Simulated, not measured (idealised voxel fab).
process module | voxel transistor to metal
cross-section cut | 185 nm wide | cells 5 nm
A cross-section is a grid of square cells, given in bands from the top down. A band is one or more rows of cells.
Each band's line starts with the height of the band's top and of its bottom, in nm. Then come its materials from left to right, each with its width in nm. One material with "throughout" fills the band from edge to edge. "air" is empty space.
Height 0 is the level under which the wafer as received is all one material. The lowest band goes on downwards, as in "0 down".
A width such as "30 to 40" changes by the same amount from each row of cells to the next, from the band's top row to its bottom row.
"no change" after a step means that no cell of the cross-section changed.
closed voids: empty space of 8 cells or more with no open way to the top, each as width x height at its distance from the left edge, in nm
after a step's settings: what the simulator itself notes on the step
overlay nm, on a step with a mask: how far to the right of its planned place the mask lay; to the left if negative
plan
1 op RECEIVE | material Si
2 op CONFORMAL_DEP | material SiO2 | thk nm 5
3 op CONFORMAL_DEP | material SiN | thk nm 10
4 op PATTERN | tone cover | mask id ACTIVE | material resist | width nm 115 | thk nm 15 | overlay nm 0
5 op DIRECTIONAL_ETCH | etch materials SiN | depth nm 10
6 op DIRECTIONAL_ETCH | etch materials SiO2 | depth nm 5
7 op DIRECTIONAL_ETCH | etch materials Si | depth nm 20
8 op STRIP | etch materials resist
9 op FILL_DEP | material SiO2 | thk nm 15
10 op CMP | height nm 15
11 op SELECTIVE_ETCH | etch materials SiO2 | depth nm 10
12 op STRIP | etch materials SiN
13 op SELECTIVE_ETCH | etch materials SiO2 | depth nm 5
14 op OXIDIZE | depth nm 5
15 op DIRECTIONAL_DEP | material polySi | thk nm 30
16 op DIRECTIONAL_DEP | material SiCN | thk nm 15
17 op MASKED_ETCH | tone cover | mask id GATE | width nm 25 | etch materials SiCN | depth nm 25 | overlay nm 0
18 op MASKED_ETCH | tone cover | mask id GATE | width nm 25 | etch materials polySi | depth nm 40 | overlay nm 0
19 op CONFORMAL_DEP | material SiO2 | thk nm 5
20 op DIRECTIONAL_ETCH | etch materials SiO2 | depth nm 5
21 op CONFORMAL_DEP | material SiN | thk nm 10
22 op DIRECTIONAL_ETCH | etch materials SiN | depth nm 10
23 op DIRECTIONAL_ETCH | etch materials SiO2 | depth nm 5
24 op DIRECTIONAL_ETCH | etch materials Si | depth nm 15
25 op EPI | material pSi | thk nm 15
26 op FILL_DEP | material SiO2 | thk nm 5
27 op CMP | height nm 30
28 op STRIP | etch materials polySi
29 op SELECTIVE_ETCH | etch materials SiO2 | depth nm 5
30 op CONFORMAL_DEP | material HfO2 | thk nm 5
31 op CONFORMAL_DEP | material TiN | thk nm 5
32 op FILL_DEP | material W | thk nm 5
33 op CMP | height nm 25
34 op DIRECTIONAL_DEP | material SiO2 | thk nm 10
35 op MASKED_ETCH | tone open | mask id CONTACT | width nm 15 | pitch nm 80 | etch materials SiO2 | depth nm 40 | overlay nm 0
36 op CONFORMAL_DEP | material TiN | thk nm 5
37 op FILL_DEP | material Ru | thk nm 10
38 op CMP | height nm 35
39 op CONFORMAL_DEP | material SiCN | thk nm 5
40 op DIRECTIONAL_DEP | material SiO2 | thk nm 15
41 op PATTERN | tone open | mask id METAL_1 | material resist | width nm 15 | pitch nm 80 | thk nm 20 | overlay nm 0
42 op DIRECTIONAL_ETCH | etch materials SiO2 | depth nm 15
43 op DIRECTIONAL_ETCH | etch materials SiCN | depth nm 5
44 op STRIP | etch materials resist
45 op CONFORMAL_DEP | material TiN | thk nm 5
46 op FILL_DEP | material Cu | thk nm 5
47 op CMP | height nm 55
48 op CONFORMAL_DEP | material SiN | thk nm 5
as received, after step 1
  0 down: Si throughout
  closed voids: none
a wafer at the end: this start, this plan, one mistake
  60 to 55: SiN throughout
  55 to 40: SiO2 45 | TiN 5 | Cu 5 | TiN 5 | SiO2 65 | TiN 5 | Cu 5 | TiN 5 | SiO2 45
  40 to 35: SiCN 45 | TiN 15 | SiCN 65 | TiN 15 | SiCN 45
  35 to 25: SiO2 45 | TiN 5 | Ru 5 | TiN 5 | SiO2 65 | TiN 5 | Ru 5 | TiN 5 | SiO2 45
  25 to 5: SiO2 45 | TiN 5 | Ru 5 | TiN 5 | SiO2 5 | SiN 10 | HfO2 5 | TiN 5 | W 15 | TiN 5 | HfO2 5 | SiN 10 | SiO2 5 | TiN 5 | Ru 5 | TiN 5 | SiO2 45
  5 to 0: SiO2 45 | TiN 5 | Ru 5 | TiN 5 | SiO2 5 | SiN 10 | HfO2 5 | TiN 25 | HfO2 5 | SiN 10 | SiO2 5 | TiN 5 | Ru 5 | TiN 5 | SiO2 45
  0 to -5: SiO2 45 | TiN 15 | SiO2 15 | HfO2 35 | SiO2 15 | TiN 15 | SiO2 45
  -5 to -20: pSi 35 | SiO2 115 | pSi 35
  -20 down: Si throughout
  closed voids: none
what went wrong: step 4 ran as: op PATTERN | tone open | mask id ACTIVE | material resist | width nm 115 | thk nm 15 | overlay nm 0
